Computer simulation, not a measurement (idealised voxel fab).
process module | voxel gate over fins
cross-section cut | 235 nm wide | cells 5 nm
A cross-section is a grid of square cells, given in bands from the top down. A band is one or more rows of cells.
Each band's line starts with the height of the band's top and of its bottom, in nm. Then come its materials from left to right, each with its width in nm. One material with "throughout" fills the band from edge to edge. "air" is empty space.
Height 0 is the level under which the wafer as received is all one material. The lowest band goes on downwards, as in "0 down".
A width such as "30 to 40" changes by the same amount from each row of cells to the next, from the band's top row to its bottom row.
"no change" after a step means that no cell of the cross-section changed.
closed voids: empty space of 8 cells or more with no open way to the top, each as width x height at its distance from the left edge, in nm
after a step's settings: what the simulator itself notes on the step
overlay nm, on a step with a mask: how far to the right of its planned place the mask lay; to the left if negative
plan
1 op RECEIVE | material Si
2 op CONFORMAL_DEP | material SiN | thk nm 10
3 op PATTERN | tone cover | mask id FINS | material resist | width nm 15 | pitch nm 55 | thk nm 15 | overlay nm -15
4 op DIRECTIONAL_ETCH | etch materials SiN | depth nm 10
5 op DIRECTIONAL_ETCH | etch materials Si | depth nm 40
6 op STRIP | etch materials resist
7 op OXIDIZE | depth nm 5
8 op FILL_DEP | material SiO2 | thk nm 5
9 op CMP | height nm 10
10 op DIRECTIONAL_DEP | material aC | thk nm 15
11 op PATTERN | tone open | mask id RAIL | material resist | width nm 15 | thk nm 30 | overlay nm 0
12 op DIRECTIONAL_ETCH | etch materials aC | depth nm 15
13 op STRIP | etch materials resist
14 op DIRECTIONAL_ETCH | etch materials SiO2 | depth nm 45
15 op STRIP | etch materials aC
16 op CONFORMAL_DEP | material TiN | thk nm 5
17 op FILL_DEP | material Ru | thk nm 10
18 op CMP | height nm 10
19 op SELECTIVE_ETCH | etch materials W Ru TiN | depth nm 30
20 op FILL_DEP | material SiO2 | thk nm 5
21 op CMP | height nm 10
22 op SELECTIVE_ETCH | etch materials SiO2 | depth nm 25
23 op STRIP | etch materials SiN
24 op CONFORMAL_DEP | material HfO2 | thk nm 5
25 op CONFORMAL_DEP | material TiN | thk nm 5
26 op FILL_DEP | material W | thk nm 10
27 op CMP | height nm 15
28 op CONFORMAL_DEP | material SiN | thk nm 10
varied across the wafers: overlay nm of step 3. The plan shows the first wafer's value. All wafers start alike
first wafer as received, after step 1
  0 down: Si throughout
  closed voids: none
first wafer at the end, after step 28
  25 to 15: SiN throughout
  15 to 10: W throughout
  10 to 5: W 35 | TiN 25 | W 30 | TiN 25 | W 30 | TiN 25 | W 65
  5 to 0: W 35 | TiN 5 | HfO2 15 | TiN 5 | W 30 | TiN 5 | HfO2 15 | TiN 5 | W 30 | TiN 5 | HfO2 15 | TiN 5 | W 65
  0 to -5: W 35 | TiN 5 | HfO2 5 | Si 5 | HfO2 5 | TiN 5 | W 30 | TiN 5 | HfO2 5 | Si 5 | HfO2 5 | TiN 5 | W 30 | TiN 5 | HfO2 5 | Si 5 | HfO2 5 | TiN 5 | W 65
  -5 to -10: TiN 40 | HfO2 5 | Si 5 | HfO2 5 | TiN 40 | HfO2 5 | Si 5 | HfO2 5 | TiN 40 | HfO2 5 | Si 5 | HfO2 5 | TiN 70
  -10 to -15: HfO2 45 | Si 5 | HfO2 50 | Si 5 | HfO2 50 | Si 5 | HfO2 75
  -15 to -20: SiO2 45 | Si 5 | SiO2 50 | Si 5 | SiO2 50 | Si 5 | SiO2 75
  -20 to -30: SiO2 45 | Si 5 | SiO2 30 | TiN 5 | Ru 5 | TiN 5 | SiO2 5 | Si 5 | SiO2 50 | Si 5 | SiO2 75
  -30 to -35: SiO2 45 | Si 5 | SiO2 30 | TiN 15 | SiO2 5 | Si 5 | SiO2 50 | Si 5 | SiO2 75
  -35 to -45: SiO2 45 | Si 5 | SiO2 50 | Si 5 | SiO2 50 | Si 5 | SiO2 75
  -45 down: Si throughout
  closed voids: none
last wafer at the end
  25 to 15: SiN throughout
  15 to 10: W throughout
  10 to 5: W 65 | TiN 25 | W 30 | TiN 25 | W 30 | TiN 25 | W 35
  5 to 0: W 65 | TiN 5 | HfO2 15 | TiN 5 | W 30 | TiN 5 | HfO2 15 | TiN 5 | W 30 | TiN 5 | HfO2 15 | TiN 5 | W 35
  0 to -5: W 65 | TiN 5 | HfO2 5 | Si 5 | HfO2 5 | TiN 5 | W 30 | TiN 5 | HfO2 5 | Si 5 | HfO2 5 | TiN 5 | W 30 | TiN 5 | HfO2 5 | Si 5 | HfO2 5 | TiN 5 | W 35
  -5 to -10: TiN 70 | HfO2 5 | Si 5 | HfO2 5 | TiN 40 | HfO2 5 | Si 5 | HfO2 5 | TiN 40 | HfO2 5 | Si 5 | HfO2 5 | TiN 40
  -10 to -15: HfO2 75 | Si 5 | HfO2 50 | Si 5 | HfO2 50 | Si 5 | HfO2 45
  -15 to -20: SiO2 75 | Si 5 | SiO2 50 | Si 5 | SiO2 50 | Si 5 | SiO2 45
  -20 to -35: SiO2 75 | Si 5 | SiO2 5 | TiN 10 | SiO2 35 | Si 5 | SiO2 50 | Si 5 | SiO2 45
  -35 to -45: SiO2 75 | Si 5 | SiO2 50 | Si 5 | SiO2 50 | Si 5 | SiO2 45
  -45 down: Si throughout
  closed voids: none
each wafer at the end: cells of each material gained (+) or lost (-) since it was received, then its closed voids
overlay nm -15 | +65 HfO2 | +2 Ru | -396 Si | +94 SiN | +255 SiO2 | +72 TiN | +143 W | closed voids: none
overlay nm -10 | +65 HfO2 | +2 Ru | -396 Si | +94 SiN | +255 SiO2 | +72 TiN | +143 W | closed voids: none
overlay nm -5 | +65 HfO2 | +2 Ru | -396 Si | +94 SiN | +255 SiO2 | +72 TiN | +143 W | closed voids: none
overlay nm 0 | +65 HfO2 | +2 Ru | -396 Si | +94 SiN | +255 SiO2 | +72 TiN | +143 W | closed voids: none
overlay nm 5 | +65 HfO2 | +2 Ru | -396 Si | +94 SiN | +255 SiO2 | +72 TiN | +143 W | closed voids: none
overlay nm 10 | +65 HfO2 | +2 Ru | -396 Si | +94 SiN | +255 SiO2 | +72 TiN | +143 W | closed voids: none
overlay nm 15 | +65 HfO2 | -396 Si | +94 SiN | +258 SiO2 | +71 TiN | +143 W | closed voids: none
